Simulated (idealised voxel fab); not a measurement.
process module | voxel wiring stack
cross-section cut | 255 nm wide | cells 5 nm
A cross-section is a grid of square cells, given in bands from the top down. A band is one or more rows of cells.
Each band's line starts with the height of the band's top and of its bottom, in nm. Then come its materials from left to right, each with its width in nm. One material with "throughout" fills the band from edge to edge. "air" is empty space.
Height 0 is the level under which the wafer as received is all one material. The lowest band goes on downwards, as in "0 down".
A width such as "30 to 40" changes by the same amount from each row of cells to the next, from the band's top row to its bottom row.
"no change" after a step means that no cell of the cross-section changed.
closed voids: empty space of 8 cells or more with no open way to the top, each as width x height at its distance from the left edge, in nm
after a step's settings: what the simulator itself notes on the step
overlay nm, on a step with a mask: how far to the right of its planned place the mask lay; to the left if negative
plan
1 op RECEIVE | material Si
2 op CONFORMAL_DEP | material SiO2 | thk nm 10
3 op CONFORMAL_DEP | material SiCN | thk nm 5
4 op DIRECTIONAL_DEP | material SiO2 | thk nm 10
5 op MASKED_ETCH | tone open | mask id METAL_1 | width nm 25 | pitch nm 55 | etch materials SiO2 | depth nm 20 | overlay nm 0
6 op MASKED_ETCH | tone open | mask id METAL_1 | width nm 25 | pitch nm 55 | etch materials SiCN | depth nm 5 | overlay nm 0
7 op CONFORMAL_DEP | material TiN | thk nm 5
8 op FILL_DEP | material W | thk nm 5
9 op CMP | height nm 35
10 op EPI | material Ru | thk nm 5
11 op FILL_DEP | material SiCN | thk nm 5
12 op DIRECTIONAL_DEP | material lowk | thk nm 25
13 op DIRECTIONAL_DEP | material aC | thk nm 10
14 op PATTERN | tone open | mask id METAL_2_HOLES | material resist | width nm 15 | pitch nm 55 | thk nm 30 | overlay nm 0
15 op DIRECTIONAL_ETCH | etch materials aC | depth nm 10
16 op STRIP | etch materials resist
17 op DIRECTIONAL_ETCH | etch materials lowk | depth nm 25
18 op STRIP | etch materials aC
19 op PATTERN | tone open | mask id METAL_2 | material resist | width nm 25 | pitch nm 55 | thk nm 20 | overlay nm 0
20 op DIRECTIONAL_ETCH | etch materials lowk | depth nm 15
21 op DIRECTIONAL_ETCH | etch materials SiCN | depth nm 5
22 op STRIP | etch materials resist
23 op CONFORMAL_DEP | material TiN | thk nm 5
24 op FILL_DEP | material Ru | thk nm 10
25 op CMP | height nm 70
26 op CONFORMAL_DEP | material SiCN | thk nm 5
27 op DIRECTIONAL_DEP | material lowk | thk nm 25
28 op DIRECTIONAL_DEP | material aC | thk nm 15
29 op PATTERN | tone open | mask id METAL_3 | material resist | width nm 25 | pitch nm 55 | thk nm 30 | overlay nm 0
30 op DIRECTIONAL_ETCH | etch materials aC | depth nm 15
31 op STRIP | etch materials resist
32 op DIRECTIONAL_ETCH | etch materials lowk | depth nm 15
33 op STRIP | etch materials aC
34 op PATTERN | tone open | mask id METAL_3_HOLES | material resist | width nm 15 | pitch nm 55 | thk nm 20 | overlay nm 0
35 op DIRECTIONAL_ETCH | etch materials lowk | depth nm 10
36 op DIRECTIONAL_ETCH | etch materials SiCN | depth nm 5
37 op STRIP | etch materials resist
38 op CONFORMAL_DEP | material TiN | thk nm 5
39 op FILL_DEP | material Cu | thk nm 10
40 op CMP | height nm 100
41 op CONFORMAL_DEP | material SiN | thk nm 5
varied across the wafers: thk nm of step 4. The plan shows the first wafer's value. All wafers start alike
first wafer as received, after step 1
  0 down: Si throughout
  closed voids: none
first wafer at the end, after step 41
  105 to 100: SiN throughout
  100 to 90: lowk 60 | TiN 5 | Cu 15 | TiN 5 | lowk 30 | TiN 5 | Cu 15 | TiN 5 | lowk 30 | TiN 5 | Cu 15 | TiN 5 | lowk 60
  90 to 85: lowk 60 | TiN 5 | Cu 5 | TiN 15 | lowk 30 | TiN 5 | Cu 5 | TiN 15 | lowk 30 | TiN 5 | Cu 5 | TiN 15 | lowk 60
  85 to 75: lowk 60 | TiN 5 | Cu 5 | TiN 5 | lowk 40 | TiN 5 | Cu 5 | TiN 5 | lowk 40 | TiN 5 | Cu 5 | TiN 5 | lowk 70
  75 to 70: SiCN 60 | TiN 15 | SiCN 40 | TiN 15 | SiCN 40 | TiN 15 | SiCN 70
  70 to 60: lowk 60 | TiN 5 | Ru 15 | TiN 5 | lowk 30 | TiN 5 | Ru 15 | TiN 5 | lowk 30 | TiN 5 | Ru 15 | TiN 5 | lowk 60
  60 to 55: lowk 60 | TiN 5 | Ru 5 | TiN 15 | lowk 30 | TiN 5 | Ru 5 | TiN 15 | lowk 30 | TiN 5 | Ru 5 | TiN 15 | lowk 60
  55 to 45: lowk 60 | TiN 5 | Ru 5 | TiN 5 | lowk 40 | TiN 5 | Ru 5 | TiN 5 | lowk 40 | TiN 5 | Ru 5 | TiN 5 | lowk 70
  45 to 40: SiCN 60 | TiN 15 | SiCN 40 | TiN 15 | SiCN 40 | TiN 15 | SiCN 70
  40 to 35: Ru throughout
  35 to 30: W throughout
  30 to 25: TiN 65 | W 15 | TiN 40 | W 15 | TiN 40 | W 15 | TiN 65
  25 to 15: SiO2 60 | TiN 5 | W 15 | TiN 5 | SiO2 30 | TiN 5 | W 15 | TiN 5 | SiO2 30 | TiN 5 | W 15 | TiN 5 | SiO2 60
  15 to 10: SiCN 60 | TiN 25 | SiCN 30 | TiN 25 | SiCN 30 | TiN 25 | SiCN 60
  10 to 0: SiO2 throughout
  0 down: Si throughout
  closed voids: none
last wafer at the end
  105 to 100: SiN throughout
  100 to 90: lowk 60 | TiN 5 | Cu 15 | TiN 5 | lowk 30 | TiN 5 | Cu 15 | TiN 5 | lowk 30 | TiN 5 | Cu 15 | TiN 5 | lowk 60
  90 to 85: lowk 60 | TiN 5 | Cu 5 | TiN 15 | lowk 30 | TiN 5 | Cu 5 | TiN 15 | lowk 30 | TiN 5 | Cu 5 | TiN 15 | lowk 60
  85 to 75: lowk 60 | TiN 5 | Cu 5 | TiN 5 | lowk 40 | TiN 5 | Cu 5 | TiN 5 | lowk 40 | TiN 5 | Cu 5 | TiN 5 | lowk 70
  75 to 70: SiCN 60 | TiN 15 | SiCN 40 | TiN 15 | SiCN 40 | TiN 15 | SiCN 70
  70 to 60: lowk 60 | TiN 5 | Ru 15 | TiN 5 | lowk 30 | TiN 5 | Ru 15 | TiN 5 | lowk 30 | TiN 5 | Ru 15 | TiN 5 | lowk 60
  60 to 55: lowk 60 | TiN 5 | Ru 5 | TiN 15 | lowk 30 | TiN 5 | Ru 5 | TiN 15 | lowk 30 | TiN 5 | Ru 5 | TiN 15 | lowk 60
  55 to 45: lowk 60 | TiN 5 | Ru 5 | TiN 5 | lowk 40 | TiN 5 | Ru 5 | TiN 5 | lowk 40 | TiN 5 | Ru 5 | TiN 5 | lowk 70
  45 to 40: SiCN 60 | TiN 15 | SiCN 40 | TiN 15 | SiCN 40 | TiN 15 | SiCN 70
  40 to 35: SiCN 55 | Ru 35 | SiCN 20 | Ru 35 | SiCN 20 | Ru 35 | SiCN 55
  35 to 30: SiO2 60 | TiN 25 | SiO2 30 | TiN 25 | SiO2 30 | TiN 25 | SiO2 60
  30 to 15: SiO2 throughout
  15 to 10: SiCN throughout
  10 to 0: SiO2 throughout
  0 down: Si throughout
  closed voids: none
each wafer at the end: cells of each material gained (+) or lost (-) since it was received, then its closed voids
thk nm 10 | +27 Cu | +78 Ru | +120 SiCN | +51 SiN | +174 SiO2 | +159 TiN | +78 W | +384 lowk | closed voids: none
thk nm 15 | +27 Cu | +78 Ru | +120 SiCN | +51 SiN | +210 SiO2 | +165 TiN | +36 W | +384 lowk | closed voids: none
thk nm 20 | +27 Cu | +48 Ru | +150 SiCN | +51 SiN | +246 SiO2 | +129 TiN | +36 W | +384 lowk | closed voids: none
thk nm 25 | +27 Cu | +48 Ru | +165 SiCN | +51 SiN | +261 SiO2 | +117 TiN | +18 W | +384 lowk | closed voids: none
thk nm 30 | +27 Cu | +48 Ru | +165 SiCN | +51 SiN | +276 SiO2 | +111 TiN | +9 W | +384 lowk | closed voids: none
thk nm 35 | +27 Cu | +48 Ru | +165 SiCN | +51 SiN | +291 SiO2 | +105 TiN | +384 lowk | closed voids: none
